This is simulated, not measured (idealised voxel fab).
The following process module bears the name voxel released beams.
Cross-sectional view cut (width: 250 nm; square cell size: 5 nm).
Notation: cross-section as square-cell grid; stated in bands, top first, going down; one or more cell rows per band. A band entry consists of two parts. The first gives the height of the band's top and the height of its bottom, in nm. The rest lists the band's materials from left to right, each with its width in nm. A single material labelled with the word "edge to edge" fills the band from edge to edge, and the word "blank" marks empty space. Below 0: as-received wafer, all one material; heights counted from there. Lowest band: no bottom, goes on down, written "0 -> down". Quick explanation for "30 to 40": the width changes in equal steps down the rows of cells, from the first number in the band's top row to the second number in its bottom row. Basically "no change occurred" means that step didn't change any cell in the cross-section. Any empty space of 8 cells or more lacking an open way to the top shows up in "Voids, enclosed" as width x height at distance, distance from the left edge, in nm. after a step's settings: what the simulator itself notes on the step. The "overlay nm" setting may appear on a step's line; for a step that uses a mask, it gives how far to the right of its planned position the mask lay, and a negative value indicates the left.
# The planned process steps are enumerated hereunder
1: op RECEIVE | material Si
2: op CONFORMAL_DEP | material Al2O3 | thk nm 5
3: op DIRECTIONAL_DEP | material SiO2 | thk nm 10
4: op PATTERN | tone open | mask id ANCHOR | material resist | width nm 30 | thk nm 15 | overlay nm 0
5: op DIRECTIONAL_ETCH | etch materials SiO2 | depth nm 10
6: op STRIP | etch materials resist
7: op CONFORMAL_DEP | material SiN | thk nm 10
8: op PATTERN | tone cover | mask id BEAM | material resist | width nm 100 | thk nm 15 | overlay nm 0
9: op DIRECTIONAL_ETCH | etch materials SiN | depth nm 10
10: op STRIP | etch materials resist
11: op STRIP | etch materials SiO2
# first wafer, as planned
# Cross-section, incoming material, after step 1
	0 -> down = Si edge to edge
	Voids, enclosed: none
# Presented here is a cross-section of the wafer after step 2 has been performed
	5 -> 0 = Al2O3 edge to edge
	Under the height 0 nothing was changed.
# Presented here is a cross-section of the wafer after step 3 has been performed
	15 -> 5 = SiO2 edge to edge
	Under the height 5 nothing was changed.
# Presented here is a cross-section of the wafer after step 4 has been performed
	30 -> 15 = resist 75 | blank 30 | resist 145
	Under the height 15 nothing was changed.
# Presented here is a cross-section of the wafer after step 5 has been performed
	30 -> 15 = resist 75 | blank 30 | resist 145
	15 -> 5 = SiO2 75 | blank 30 | SiO2 145
	Under the height 5 nothing was changed.
# Presented here is a cross-section of the wafer after step 6 has been performed
	15 -> 5 = SiO2 75 | blank 30 | SiO2 145
	Under the height 5 nothing was changed.
# Presented here is a cross-section of the wafer after step 7 has been performed
	25 -> 15 = SiN 85 | blank 10 | SiN 155
	15 -> 5 = SiO2 75 | SiN 30 | SiO2 145
	Under the height 5 nothing was changed.
# Presented here is a cross-section of the wafer after step 8 has been performed
	40 -> 25 = blank 70 | resist 100 | blank 80
	25 -> 15 = SiN 85 | resist 10 | SiN 155
	Under the height 15 nothing was changed.
# Presented here is a cross-section of the wafer after step 9 has been performed
	40 -> 25 = blank 70 | resist 100 | blank 80
	25 -> 15 = blank 70 | SiN 15 | resist 10 | SiN 75 | blank 80
	Under the height 15 nothing was changed.
# Presented here is a cross-section of the wafer after step 10 has been performed
	25 -> 15 = blank 70 | SiN 15 | blank 10 | SiN 75 | blank 80
	Under the height 15 nothing was changed.
# Presented here is a cross-section of the wafer after step 11 has been performed
	25 -> 15 = blank 70 | SiN 15 | blank 10 | SiN 75 | blank 80
	15 -> 5 = blank 75 | SiN 30 | blank 145
	Under the height 5 nothing was changed.
# Wafer two: like wafer one in start and plan, but with one mistake in execution; identical up to and including step 7
# Cross-section of the second wafer corresponding to the planned conclusion of step 8
	40 -> 25 = blank 65 | resist 100 | blank 85
	25 -> 15 = SiN 85 | resist 10 | SiN 155
	Under the height 15 nothing was changed.
# Cross-section of the second wafer corresponding to the planned conclusion of step 9
	40 -> 25 = blank 65 | resist 100 | blank 85
	25 -> 15 = blank 65 | SiN 20 | resist 10 | SiN 70 | blank 85
	Under the height 15 nothing was changed.
# Cross-section of the second wafer corresponding to the planned conclusion of step 10
	25 -> 15 = blank 65 | SiN 20 | blank 10 | SiN 70 | blank 85
	Under the height 15 nothing was changed.
# Cross-section of the second wafer corresponding to the planned conclusion of step 11
	25 -> 15 = blank 65 | SiN 20 | blank 10 | SiN 70 | blank 85
	15 -> 5 = blank 75 | SiN 30 | blank 145
	Under the height 5 nothing was changed.
Short version of what went wrong: step 8 was not run as planned; what actually ran was op PATTERN | tone cover | mask id BEAM | material resist | width nm 100 | thk nm 15 | overlay nm -5
End check, second vs first wafer: material counts in cells match, positions do not.
